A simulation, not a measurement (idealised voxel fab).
process module | voxel wiring stack
cross-section cut | 250 nm wide | cells 5 nm
A cross-section is a grid of square cells, given in bands from the top down. A band is one or more rows of cells.
Each band's line starts with the height of the band's top and of its bottom, in nm. Then come its materials from left to right, each with its width in nm. One material with "throughout" fills the band from edge to edge. "air" is empty space.
Height 0 is the level under which the wafer as received is all one material. The lowest band goes on downwards, as in "0 down".
A width such as "30 to 40" changes by the same amount from each row of cells to the next, from the band's top row to its bottom row.
"no change" after a step means that no cell of the cross-section changed.
closed voids: empty space of 8 cells or more with no open way to the top, each as width x height at its distance from the left edge, in nm
after a step's settings: what the simulator itself notes on the step
overlay nm, on a step with a mask: how far to the right of its planned place the mask lay; to the left if negative
plan
1 op RECEIVE | material Si
2 op CONFORMAL_DEP | material SiO2 | thk nm 10
3 op CONFORMAL_DEP | material SiCN | thk nm 5
4 op DIRECTIONAL_DEP | material lowk | thk nm 15
5 op DIRECTIONAL_DEP | material aC | thk nm 15
6 op PATTERN | tone open | mask id METAL_1 | material resist | width nm 20 | pitch nm 40 | thk nm 35 | overlay nm 0
7 op DIRECTIONAL_ETCH | etch materials aC | depth nm 15
8 op STRIP | etch materials resist
9 op DIRECTIONAL_ETCH | etch materials lowk | depth nm 15
10 op DIRECTIONAL_ETCH | etch materials SiCN | depth nm 5
11 op STRIP | etch materials aC
12 op CONFORMAL_DEP | material TiN | thk nm 5
13 op FILL_DEP | material W | thk nm 5
14 op CMP | height nm 30
15 op CONFORMAL_DEP | material SiCN | thk nm 5
16 op DIRECTIONAL_DEP | material SiO2 | thk nm 10
17 op DIRECTIONAL_DEP | material aC | thk nm 10
18 op PATTERN | tone open | mask id PLUG_1 | material resist | width nm 15 | pitch nm 40 | thk nm 30 | overlay nm 0
19 op DIRECTIONAL_ETCH | etch materials aC | depth nm 10
20 op STRIP | etch materials resist
21 op DIRECTIONAL_ETCH | etch materials SiO2 | depth nm 10
22 op DIRECTIONAL_ETCH | etch materials SiCN | depth nm 5
23 op STRIP | etch materials aC
24 op CONFORMAL_DEP | material TiN | thk nm 5
25 op FILL_DEP | material Cu | thk nm 10
26 op CMP | height nm 45
27 op CONFORMAL_DEP | material SiCN | thk nm 5
28 op DIRECTIONAL_DEP | material SiO2 | thk nm 15
29 op DIRECTIONAL_DEP | material aC | thk nm 15
30 op PATTERN | tone open | mask id METAL_2 | material resist | width nm 20 | pitch nm 40 | thk nm 35 | overlay nm 0
31 op DIRECTIONAL_ETCH | etch materials aC | depth nm 15
32 op STRIP | etch materials resist
33 op DIRECTIONAL_ETCH | etch materials SiO2 | depth nm 15
34 op DIRECTIONAL_ETCH | etch materials SiCN | depth nm 5
35 op STRIP | etch materials aC
36 op CONFORMAL_DEP | material TiN | thk nm 5
37 op FILL_DEP | material Ru | thk nm 5
38 op CMP | height nm 65
39 op CONFORMAL_DEP | material SiCN | thk nm 5
40 op DIRECTIONAL_DEP | material lowk | thk nm 35
41 op DIRECTIONAL_DEP | material aC | thk nm 10
42 op PATTERN | tone open | mask id METAL_3_HOLES | material resist | width nm 15 | pitch nm 40 | thk nm 25 | overlay nm 0
43 op DIRECTIONAL_ETCH | etch materials aC | depth nm 10
44 op STRIP | etch materials resist
45 op DIRECTIONAL_ETCH | etch materials lowk | depth nm 35
46 op STRIP | etch materials aC
47 op PATTERN | tone open | mask id METAL_3 | material resist | width nm 20 | pitch nm 40 | thk nm 20 | overlay nm 0
48 op DIRECTIONAL_ETCH | etch materials lowk | depth nm 20
49 op DIRECTIONAL_ETCH | etch materials SiCN | depth nm 5
50 op STRIP | etch materials resist
51 op CONFORMAL_DEP | material TiN | thk nm 5
52 op FILL_DEP | material Cu | thk nm 5
53 op CMP | height nm 105
54 op CONFORMAL_DEP | material SiN | thk nm 5
first wafer, as planned
as received, after step 1
  0 down: Si throughout
  closed voids: none
after step 2
  10 to 0: SiO2 throughout
  below 0: unchanged
after step 3
  15 to 10: SiCN throughout
  below 10: unchanged
after step 4
  30 to 15: lowk throughout
  below 15: unchanged
after step 5
  45 to 30: aC throughout
  below 30: unchanged
after step 6
  80 to 45: resist 75 | air 20 | resist 20 | air 20 | resist 20 | air 20 | resist 75
  below 45: unchanged
after step 7
  65 to 45: resist 75 | air 20 | resist 20 | air 20 | resist 20 | air 20 | resist 75
  45 to 30: aC 75 | air 20 | aC 20 | air 20 | aC 20 | air 20 | aC 75
  below 30: unchanged
after step 8
  45 to 30: aC 75 | air 20 | aC 20 | air 20 | aC 20 | air 20 | aC 75
  below 30: unchanged
after step 9
  45 to 30: aC 75 | air 20 | aC 20 | air 20 | aC 20 | air 20 | aC 75
  30 to 15: lowk 75 | air 20 | lowk 20 | air 20 | lowk 20 | air 20 | lowk 75
  below 15: unchanged
after step 10
  45 to 30: aC 75 | air 20 | aC 20 | air 20 | aC 20 | air 20 | aC 75
  30 to 15: lowk 75 | air 20 | lowk 20 | air 20 | lowk 20 | air 20 | lowk 75
  15 to 10: SiCN 75 | air 20 | SiCN 20 | air 20 | SiCN 20 | air 20 | SiCN 75
  below 10: unchanged
after step 11
  30 to 15: lowk 75 | air 20 | lowk 20 | air 20 | lowk 20 | air 20 | lowk 75
  below 15: unchanged
after step 12
  35 to 30: TiN 80 | air 10 | TiN 30 | air 10 | TiN 30 | air 10 | TiN 80
  30 to 15: lowk 75 | TiN 5 | air 10 | TiN 5 | lowk 20 | TiN 5 | air 10 | TiN 5 | lowk 20 | TiN 5 | air 10 | TiN 5 | lowk 75
  15 to 10: SiCN 75 | TiN 20 | SiCN 20 | TiN 20 | SiCN 20 | TiN 20 | SiCN 75
  below 10: unchanged
after step 13
  40 to 35: W throughout
  35 to 30: TiN 80 | W 10 | TiN 30 | W 10 | TiN 30 | W 10 | TiN 80
  30 to 15: lowk 75 | TiN 5 | W 10 | TiN 5 | lowk 20 | TiN 5 | W 10 | TiN 5 | lowk 20 | TiN 5 | W 10 | TiN 5 | lowk 75
  below 15: unchanged
after step 14
  30 to 15: lowk 75 | TiN 5 | W 10 | TiN 5 | lowk 20 | TiN 5 | W 10 | TiN 5 | lowk 20 | TiN 5 | W 10 | TiN 5 | lowk 75
  below 15: unchanged
after step 15
  35 to 30: SiCN throughout
  below 30: unchanged
after step 16
  45 to 35: SiO2 throughout
  below 35: unchanged
after step 17
  55 to 45: aC throughout
  below 45: unchanged
after step 18
  85 to 55: resist 75 | air 15 | resist 25 | air 15 | resist 25 | air 15 | resist 80
  below 55: unchanged
after step 19
  75 to 55: resist 75 | air 15 | resist 25 | air 15 | resist 25 | air 15 | resist 80
  55 to 45: aC 75 | air 15 | aC 25 | air 15 | aC 25 | air 15 | aC 80
  below 45: unchanged
after step 20
  55 to 45: aC 75 | air 15 | aC 25 | air 15 | aC 25 | air 15 | aC 80
  below 45: unchanged
after step 21
  55 to 45: aC 75 | air 15 | aC 25 | air 15 | aC 25 | air 15 | aC 80
  45 to 35: SiO2 75 | air 15 | SiO2 25 | air 15 | SiO2 25 | air 15 | SiO2 80
  below 35: unchanged
after step 22
  55 to 45: aC 75 | air 15 | aC 25 | air 15 | aC 25 | air 15 | aC 80
  45 to 35: SiO2 75 | air 15 | SiO2 25 | air 15 | SiO2 25 | air 15 | SiO2 80
  35 to 30: SiCN 75 | air 15 | SiCN 25 | air 15 | SiCN 25 | air 15 | SiCN 80
  below 30: unchanged
after step 23
  45 to 35: SiO2 75 | air 15 | SiO2 25 | air 15 | SiO2 25 | air 15 | SiO2 80
  below 35: unchanged
after step 24
  50 to 45: TiN 80 | air 5 | TiN 35 | air 5 | TiN 35 | air 5 | TiN 85
  45 to 35: SiO2 75 | TiN 5 | air 5 | TiN 5 | SiO2 25 | TiN 5 | air 5 | TiN 5 | SiO2 25 | TiN 5 | air 5 | TiN 5 | SiO2 80
  35 to 30: SiCN 75 | TiN 15 | SiCN 25 | TiN 15 | SiCN 25 | TiN 15 | SiCN 80
  below 30: unchanged
after step 25
  60 to 50: Cu throughout
  50 to 45: TiN 80 | Cu 5 | TiN 35 | Cu 5 | TiN 35 | Cu 5 | TiN 85
  45 to 35: SiO2 75 | TiN 5 | Cu 5 | TiN 5 | SiO2 25 | TiN 5 | Cu 5 | TiN 5 | SiO2 25 | TiN 5 | Cu 5 | TiN 5 | SiO2 80
  below 35: unchanged
after step 26
  45 to 35: SiO2 75 | TiN 5 | Cu 5 | TiN 5 | SiO2 25 | TiN 5 | Cu 5 | TiN 5 | SiO2 25 | TiN 5 | Cu 5 | TiN 5 | SiO2 80
  below 35: unchanged
after step 27
  50 to 45: SiCN throughout
  below 45: unchanged
after step 28
  65 to 50: SiO2 throughout
  below 50: unchanged
after step 29
  80 to 65: aC throughout
  below 65: unchanged
after step 30
  115 to 80: resist 75 | air 20 | resist 20 | air 20 | resist 20 | air 20 | resist 75
  below 80: unchanged
after step 31
  100 to 80: resist 75 | air 20 | resist 20 | air 20 | resist 20 | air 20 | resist 75
  80 to 65: aC 75 | air 20 | aC 20 | air 20 | aC 20 | air 20 | aC 75
  below 65: unchanged
after step 32
  80 to 65: aC 75 | air 20 | aC 20 | air 20 | aC 20 | air 20 | aC 75
  below 65: unchanged
after step 33
  80 to 65: aC 75 | air 20 | aC 20 | air 20 | aC 20 | air 20 | aC 75
  65 to 50: SiO2 75 | air 20 | SiO2 20 | air 20 | SiO2 20 | air 20 | SiO2 75
  below 50: unchanged
after step 34
  80 to 65: aC 75 | air 20 | aC 20 | air 20 | aC 20 | air 20 | aC 75
  65 to 50: SiO2 75 | air 20 | SiO2 20 | air 20 | SiO2 20 | air 20 | SiO2 75
  50 to 45: SiCN 75 | air 20 | SiCN 20 | air 20 | SiCN 20 | air 20 | SiCN 75
  below 45: unchanged
after step 35
  65 to 50: SiO2 75 | air 20 | SiO2 20 | air 20 | SiO2 20 | air 20 | SiO2 75
  below 50: unchanged
after step 36
  70 to 65: TiN 80 | air 10 | TiN 30 | air 10 | TiN 30 | air 10 | TiN 80
  65 to 50: SiO2 75 | TiN 5 | air 10 | TiN 5 | SiO2 20 | TiN 5 | air 10 | TiN 5 | SiO2 20 | TiN 5 | air 10 | TiN 5 | SiO2 75
  50 to 45: SiCN 75 | TiN 20 | SiCN 20 | TiN 20 | SiCN 20 | TiN 20 | SiCN 75
  below 45: unchanged
after step 37
  75 to 70: Ru throughout
  70 to 65: TiN 80 | Ru 10 | TiN 30 | Ru 10 | TiN 30 | Ru 10 | TiN 80
  65 to 50: SiO2 75 | TiN 5 | Ru 10 | TiN 5 | SiO2 20 | TiN 5 | Ru 10 | TiN 5 | SiO2 20 | TiN 5 | Ru 10 | TiN 5 | SiO2 75
  below 50: unchanged
after step 38
  65 to 50: SiO2 75 | TiN 5 | Ru 10 | TiN 5 | SiO2 20 | TiN 5 | Ru 10 | TiN 5 | SiO2 20 | TiN 5 | Ru 10 | TiN 5 | SiO2 75
  below 50: unchanged
after step 39
  70 to 65: SiCN throughout
  below 65: unchanged
after step 40
  105 to 70: lowk throughout
  below 70: unchanged
after step 41
  115 to 105: aC throughout
  below 105: unchanged
after step 42
  140 to 115: resist 75 | air 15 | resist 25 | air 15 | resist 25 | air 15 | resist 80
  below 115: unchanged
after step 43
  130 to 115: resist 75 | air 15 | resist 25 | air 15 | resist 25 | air 15 | resist 80
  115 to 105: aC 75 | air 15 | aC 25 | air 15 | aC 25 | air 15 | aC 80
  below 105: unchanged
after step 44
  115 to 105: aC 75 | air 15 | aC 25 | air 15 | aC 25 | air 15 | aC 80
  below 105: unchanged
after step 45
  115 to 105: aC 75 | air 15 | aC 25 | air 15 | aC 25 | air 15 | aC 80
  105 to 70: lowk 75 | air 15 | lowk 25 | air 15 | lowk 25 | air 15 | lowk 80
  below 70: unchanged
after step 46
  105 to 70: lowk 75 | air 15 | lowk 25 | air 15 | lowk 25 | air 15 | lowk 80
  below 70: unchanged
after step 47
  125 to 105: resist 75 | air 20 | resist 20 | air 20 | resist 20 | air 20 | resist 75
  below 105: unchanged
after step 48
  125 to 105: resist 75 | air 20 | resist 20 | air 20 | resist 20 | air 20 | resist 75
  105 to 85: lowk 75 | air 20 | lowk 20 | air 20 | lowk 20 | air 20 | lowk 75
  below 85: unchanged
after step 49
  125 to 105: resist 75 | air 20 | resist 20 | air 20 | resist 20 | air 20 | resist 75
  105 to 85: lowk 75 | air 20 | lowk 20 | air 20 | lowk 20 | air 20 | lowk 75
  85 to 70: lowk 75 | air 15 | lowk 25 | air 15 | lowk 25 | air 15 | lowk 80
  70 to 65: SiCN 75 | air 15 | SiCN 25 | air 15 | SiCN 25 | air 15 | SiCN 80
  below 65: unchanged
after step 50
  105 to 85: lowk 75 | air 20 | lowk 20 | air 20 | lowk 20 | air 20 | lowk 75
  below 85: unchanged
after step 51
  110 to 105: TiN 80 | air 10 | TiN 30 | air 10 | TiN 30 | air 10 | TiN 80
  105 to 90: lowk 75 | TiN 5 | air 10 | TiN 5 | lowk 20 | TiN 5 | air 10 | TiN 5 | lowk 20 | TiN 5 | air 10 | TiN 5 | lowk 75
  90 to 85: lowk 75 | TiN 5 | air 5 | TiN 10 | lowk 20 | TiN 5 | air 5 | TiN 10 | lowk 20 | TiN 5 | air 5 | TiN 10 | lowk 75
  85 to 70: lowk 75 | TiN 5 | air 5 | TiN 5 | lowk 25 | TiN 5 | air 5 | TiN 5 | lowk 25 | TiN 5 | air 5 | TiN 5 | lowk 80
  70 to 65: SiCN 75 | TiN 15 | SiCN 25 | TiN 15 | SiCN 25 | TiN 15 | SiCN 80
  below 65: unchanged
after step 52
  115 to 110: Cu throughout
  110 to 105: TiN 80 | Cu 10 | TiN 30 | Cu 10 | TiN 30 | Cu 10 | TiN 80
  105 to 90: lowk 75 | TiN 5 | Cu 10 | TiN 5 | lowk 20 | TiN 5 | Cu 10 | TiN 5 | lowk 20 | TiN 5 | Cu 10 | TiN 5 | lowk 75
  90 to 85: lowk 75 | TiN 5 | Cu 5 | TiN 10 | lowk 20 | TiN 5 | Cu 5 | TiN 10 | lowk 20 | TiN 5 | Cu 5 | TiN 10 | lowk 75
  85 to 70: lowk 75 | TiN 5 | Cu 5 | TiN 5 | lowk 25 | TiN 5 | Cu 5 | TiN 5 | lowk 25 | TiN 5 | Cu 5 | TiN 5 | lowk 80
  below 70: unchanged
after step 53
  105 to 90: lowk 75 | TiN 5 | Cu 10 | TiN 5 | lowk 20 | TiN 5 | Cu 10 | TiN 5 | lowk 20 | TiN 5 | Cu 10 | TiN 5 | lowk 75
  below 90: unchanged
after step 54
  110 to 105: SiN throughout
  below 105: unchanged
second wafer: like start, like plan, one mistake. Through step 39 it matches the first wafer
when step 40 should have ended
  140 to 70: lowk throughout
  below 70: unchanged
when step 41 should have ended
  150 to 140: aC throughout
  below 140: unchanged
when step 42 should have ended
  175 to 150: resist 75 | air 15 | resist 25 | air 15 | resist 25 | air 15 | resist 80
  below 150: unchanged
when step 43 should have ended
  165 to 150: resist 75 | air 15 | resist 25 | air 15 | resist 25 | air 15 | resist 80
  150 to 140: aC 75 | air 15 | aC 25 | air 15 | aC 25 | air 15 | aC 80
  below 140: unchanged
when step 44 should have ended
  150 to 140: aC 75 | air 15 | aC 25 | air 15 | aC 25 | air 15 | aC 80
  below 140: unchanged
when step 45 should have ended
  150 to 140: aC 75 | air 15 | aC 25 | air 15 | aC 25 | air 15 | aC 80
  140 to 105: lowk 75 | air 15 | lowk 25 | air 15 | lowk 25 | air 15 | lowk 80
  below 105: unchanged
when step 46 should have ended
  140 to 105: lowk 75 | air 15 | lowk 25 | air 15 | lowk 25 | air 15 | lowk 80
  below 105: unchanged
when step 47 should have ended
  160 to 140: resist 75 | air 20 | resist 20 | air 20 | resist 20 | air 20 | resist 75
  below 140: unchanged
when step 48 should have ended
  160 to 140: resist 75 | air 20 | resist 20 | air 20 | resist 20 | air 20 | resist 75
  140 to 120: lowk 75 | air 20 | lowk 20 | air 20 | lowk 20 | air 20 | lowk 75
  120 to 85: lowk 75 | air 15 | lowk 25 | air 15 | lowk 25 | air 15 | lowk 80
  below 85: unchanged
when step 49 should have ended: no change
when step 50 should have ended
  140 to 120: lowk 75 | air 20 | lowk 20 | air 20 | lowk 20 | air 20 | lowk 75
  below 120: unchanged
when step 51 should have ended
  145 to 140: TiN 80 | air 10 | TiN 30 | air 10 | TiN 30 | air 10 | TiN 80
  140 to 125: lowk 75 | TiN 5 | air 10 | TiN 5 | lowk 20 | TiN 5 | air 10 | TiN 5 | lowk 20 | TiN 5 | air 10 | TiN 5 | lowk 75
  125 to 120: lowk 75 | TiN 5 | air 5 | TiN 10 | lowk 20 | TiN 5 | air 5 | TiN 10 | lowk 20 | TiN 5 | air 5 | TiN 10 | lowk 75
  120 to 90: lowk 75 | TiN 5 | air 5 | TiN 5 | lowk 25 | TiN 5 | air 5 | TiN 5 | lowk 25 | TiN 5 | air 5 | TiN 5 | lowk 80
  90 to 85: lowk 75 | TiN 15 | lowk 25 | TiN 15 | lowk 25 | TiN 15 | lowk 80
  below 85: unchanged
when step 52 should have ended
  150 to 145: Cu throughout
  145 to 140: TiN 80 | Cu 10 | TiN 30 | Cu 10 | TiN 30 | Cu 10 | TiN 80
  140 to 125: lowk 75 | TiN 5 | Cu 10 | TiN 5 | lowk 20 | TiN 5 | Cu 10 | TiN 5 | lowk 20 | TiN 5 | Cu 10 | TiN 5 | lowk 75
  125 to 120: lowk 75 | TiN 5 | Cu 5 | TiN 10 | lowk 20 | TiN 5 | Cu 5 | TiN 10 | lowk 20 | TiN 5 | Cu 5 | TiN 10 | lowk 75
  120 to 90: lowk 75 | TiN 5 | Cu 5 | TiN 5 | lowk 25 | TiN 5 | Cu 5 | TiN 5 | lowk 25 | TiN 5 | Cu 5 | TiN 5 | lowk 80
  below 90: unchanged
when step 53 should have ended
  105 to 90: lowk 75 | TiN 5 | Cu 5 | TiN 5 | lowk 25 | TiN 5 | Cu 5 | TiN 5 | lowk 25 | TiN 5 | Cu 5 | TiN 5 | lowk 80
  below 90: unchanged
when step 54 should have ended
  110 to 105: SiN throughout
  below 105: unchanged
what went wrong: step 40 was run twice
at the end the second wafer has, in cells: 21 fewer of Cu | 9 more of SiCN | 27 fewer of TiN | 39 more of lowk
